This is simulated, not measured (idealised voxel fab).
This section sets out a process module, namely voxel gate over fins.
FYI the section here is cut, 245 nm wide, cells are 5 nm squares.
Bands, listed from the top down, are how a cross-section gets written in this document; the cross-section itself is a grid of square cells, and a band is one or more rows of them. Read a band's entry like this: the first values are the height of its top and the height of its bottom in nm, and what follows is the sequence of materials from left to right, each with its width in nm. Note that "empty" is empty space, and that a single material marked "everywhere" reaches across the band from edge to edge. Heights are reckoned from 0. Under this level, the received wafer is all of one material. The bottommost band is open-ended downward, for example "0 -> down". With a width like "30 to 40", each row of cells in the band differs from the next by the same amount, the top row carrying the first number and the bottom row the second. "nothing changed" for a step: no cell of the cross-section changed in that step. What "Closed-off voids" gives you is every empty space of 8 cells or more that is cut off from the top. Each appears as width x height at distance, with the distance taken from the left edge and width, height and distance all in nm. Formally, on a step line, whatever follows the settings is a remark that the simulator itself makes on the step. "overlay nm" on a masked step: distance the mask lay right of its planned place, negative for left.

# Planned step list for the process
1 RECEIVE with material Si
2 CONFORMAL_DEP with material SiN, thk nm 5
3 PATTERN with tone cover, mask id FINS, material resist, width nm 15, pitch nm 35, thk nm 15, overlay nm 0
4 DIRECTIONAL_ETCH with etch materials SiN, depth nm 5
5 DIRECTIONAL_ETCH with etch materials Si, depth nm 40
6 STRIP with etch materials resist
7 FILL_DEP with material SiO2, thk nm 10
8 CMP with height nm 5
9 SELECTIVE_ETCH with etch materials SiO2, depth nm 15
10 STRIP with etch materials SiN
11 CONFORMAL_DEP with material HfO2, thk nm 5
12 CONFORMAL_DEP with material TiN, thk nm 5
13 FILL_DEP with material W, thk nm 15
14 CMP with height nm 20
15 CONFORMAL_DEP with material SiCN, thk nm 5

# The following pertains to the first of two wafers, which was processed as planned

# Cross-section of the incoming wafer, state after step 1
  0 -> down  Si everywhere
  Closed-off voids: none

# Cross-section of the wafer after step 2
  5 -> 0  SiN everywhere
  Unchanged below 0.

# Cross-section of the wafer after step 3
  20 -> 5  empty 60 | resist 15 | empty 20 | resist 15 | empty 20 | resist 15 | empty 20 | resist 15 | empty 65
  Unchanged below 5.

# Cross-section of the wafer after step 4
  20 -> 5  empty 60 | resist 15 | empty 20 | resist 15 | empty 20 | resist 15 | empty 20 | resist 15 | empty 65
  5 -> 0  empty 60 | SiN 15 | empty 20 | SiN 15 | empty 20 | SiN 15 | empty 20 | SiN 15 | empty 65
  Unchanged below 0.

# Cross-section of the wafer after step 5
  20 -> 5  empty 60 | resist 15 | empty 20 | resist 15 | empty 20 | resist 15 | empty 20 | resist 15 | empty 65
  5 -> 0  empty 60 | SiN 15 | empty 20 | SiN 15 | empty 20 | SiN 15 | empty 20 | SiN 15 | empty 65
  0 -> -40  empty 60 | Si 15 | empty 20 | Si 15 | empty 20 | Si 15 | empty 20 | Si 15 | empty 65
  Unchanged below -40.

# Cross-section of the wafer after step 6
  5 -> 0  empty 60 | SiN 15 | empty 20 | SiN 15 | empty 20 | SiN 15 | empty 20 | SiN 15 | empty 65
  Unchanged below 0.

# Cross-section of the wafer after step 7
  15 -> 5  SiO2 everywhere
  5 -> 0  SiO2 60 | SiN 15 | SiO2 20 | SiN 15 | SiO2 20 | SiN 15 | SiO2 20 | SiN 15 | SiO2 65
  0 -> -40  SiO2 60 | Si 15 | SiO2 20 | Si 15 | SiO2 20 | Si 15 | SiO2 20 | Si 15 | SiO2 65
  Unchanged below -40.

# Cross-section of the wafer after step 8
  5 -> 0  SiO2 60 | SiN 15 | SiO2 20 | SiN 15 | SiO2 20 | SiN 15 | SiO2 20 | SiN 15 | SiO2 65
  Unchanged below 0.

# Cross-section of the wafer after step 9
  5 -> 0  empty 60 | SiN 15 | empty 20 | SiN 15 | empty 20 | SiN 15 | empty 20 | SiN 15 | empty 65
  0 -> -10  empty 60 | Si 15 | empty 20 | Si 15 | empty 20 | Si 15 | empty 20 | Si 15 | empty 65
  Unchanged below -10.

# Cross-section of the wafer after step 10
  0 -> -10  empty 60 | Si 15 | empty 20 | Si 15 | empty 20 | Si 15 | empty 20 | Si 15 | empty 65
  Unchanged below -10.

# Cross-section of the wafer after step 11
  5 -> 0  empty 55 | HfO2 25 | empty 10 | HfO2 25 | empty 10 | HfO2 25 | empty 10 | HfO2 25 | empty 60
  0 -> -5  empty 55 | HfO2 5 | Si 15 | HfO2 5 | empty 10 | HfO2 5 | Si 15 | HfO2 5 | empty 10 | HfO2 5 | Si 15 | HfO2 5 | empty 10 | HfO2 5 | Si 15 | HfO2 5 | empty 60
  -5 -> -10  HfO2 60 | Si 15 | HfO2 20 | Si 15 | HfO2 20 | Si 15 | HfO2 20 | Si 15 | HfO2 65
  Unchanged below -10.

# Cross-section of the wafer after step 12
  10 -> 5  empty 50 | TiN 140 | empty 55
  5 -> 0  empty 50 | TiN 5 | HfO2 25 | TiN 10 | HfO2 25 | TiN 10 | HfO2 25 | TiN 10 | HfO2 25 | TiN 5 | empty 55
  0 -> -5  TiN 55 | HfO2 5 | Si 15 | HfO2 5 | TiN 10 | HfO2 5 | Si 15 | HfO2 5 | TiN 10 | HfO2 5 | Si 15 | HfO2 5 | TiN 10 | HfO2 5 | Si 15 | HfO2 5 | TiN 60
  Unchanged below -5.

# Cross-section of the wafer after step 13
  25 -> 10  W everywhere
  10 -> 5  W 50 | TiN 140 | W 55
  5 -> 0  W 50 | TiN 5 | HfO2 25 | TiN 10 | HfO2 25 | TiN 10 | HfO2 25 | TiN 10 | HfO2 25 | TiN 5 | W 55
  Unchanged below 0.

# Cross-section of the wafer after step 14
  20 -> 10  W everywhere
  Unchanged below 10.

# Cross-section of the wafer after step 15
  25 -> 20  SiCN everywhere
  Unchanged below 20.

# Wafer two: like wafer one in start and plan, but with one mistake in execution; identical up to and including step 8

# Second wafer, section view, time point: scheduled end of step 9
  5 -> 0  SiO2 60 | empty 15 | SiO2 20 | empty 15 | SiO2 20 | empty 15 | SiO2 20 | empty 15 | SiO2 65
  Unchanged below 0.

# Second wafer, section view, time point: scheduled end of step 10
  0 -> -10  empty 60 | Si 15 | empty 20 | Si 15 | empty 20 | Si 15 | empty 20 | Si 15 | empty 65
  -10 -> -15  SiO2 45 | empty 15 | Si 15 | empty 20 | Si 15 | empty 20 | Si 15 | empty 20 | Si 15 | empty 15 | SiO2 50
  Unchanged below -15.

# Second wafer, section view, time point: scheduled end of step 11
  5 -> 0  empty 55 | HfO2 25 | empty 10 | HfO2 25 | empty 10 | HfO2 25 | empty 10 | HfO2 25 | empty 60
  0 -> -5  empty 55 | HfO2 5 | Si 15 | HfO2 5 | empty 10 | HfO2 5 | Si 15 | HfO2 5 | empty 10 | HfO2 5 | Si 15 | HfO2 5 | empty 10 | HfO2 5 | Si 15 | HfO2 5 | empty 60
  -5 -> -10  HfO2 50 | empty 5 | HfO2 5 | Si 15 | HfO2 5 | empty 10 | HfO2 5 | Si 15 | HfO2 5 | empty 10 | HfO2 5 | Si 15 | HfO2 5 | empty 10 | HfO2 5 | Si 15 | HfO2 5 | empty 5 | HfO2 55
  -10 -> -15  SiO2 45 | HfO2 15 | Si 15 | HfO2 20 | Si 15 | HfO2 20 | Si 15 | HfO2 20 | Si 15 | HfO2 15 | SiO2 50
  Unchanged below -15.

# Second wafer, section view, time point: scheduled end of step 12
  10 -> 5  empty 50 | TiN 140 | empty 55
  5 -> 0  empty 50 | TiN 5 | HfO2 25 | TiN 10 | HfO2 25 | TiN 10 | HfO2 25 | TiN 10 | HfO2 25 | TiN 5 | empty 55
  0 -> -5  TiN 55 | HfO2 5 | Si 15 | HfO2 5 | TiN 10 | HfO2 5 | Si 15 | HfO2 5 | TiN 10 | HfO2 5 | Si 15 | HfO2 5 | TiN 10 | HfO2 5 | Si 15 | HfO2 5 | TiN 60
  -5 -> -10  HfO2 50 | TiN 5 | HfO2 5 | Si 15 | HfO2 5 | TiN 10 | HfO2 5 | Si 15 | HfO2 5 | TiN 10 | HfO2 5 | Si 15 | HfO2 5 | TiN 10 | HfO2 5 | Si 15 | HfO2 5 | TiN 5 | HfO2 55
  Unchanged below -10.

# Second wafer, section view, time point: scheduled end of step 13
  25 -> 10  W everywhere
  10 -> 5  W 50 | TiN 140 | W 55
  5 -> 0  W 50 | TiN 5 | HfO2 25 | TiN 10 | HfO2 25 | TiN 10 | HfO2 25 | TiN 10 | HfO2 25 | TiN 5 | W 55
  Unchanged below 0.

# Second wafer, section view, time point: scheduled end of step 14
  20 -> 10  W everywhere
  Unchanged below 10.

# Second wafer, section view, time point: scheduled end of step 15
  25 -> 20  SiCN everywhere
  Unchanged below 20.
Nonconformance to the process plan: steps 9 and 10 got flipped, so each one ran where the other should have
It is noted that, at the conclusion of processing, the second wafer exhibits a higher or lower cell count for certain materials relative to the first: HfO2: 10 more | SiO2: 18 fewer | TiN: 8 more
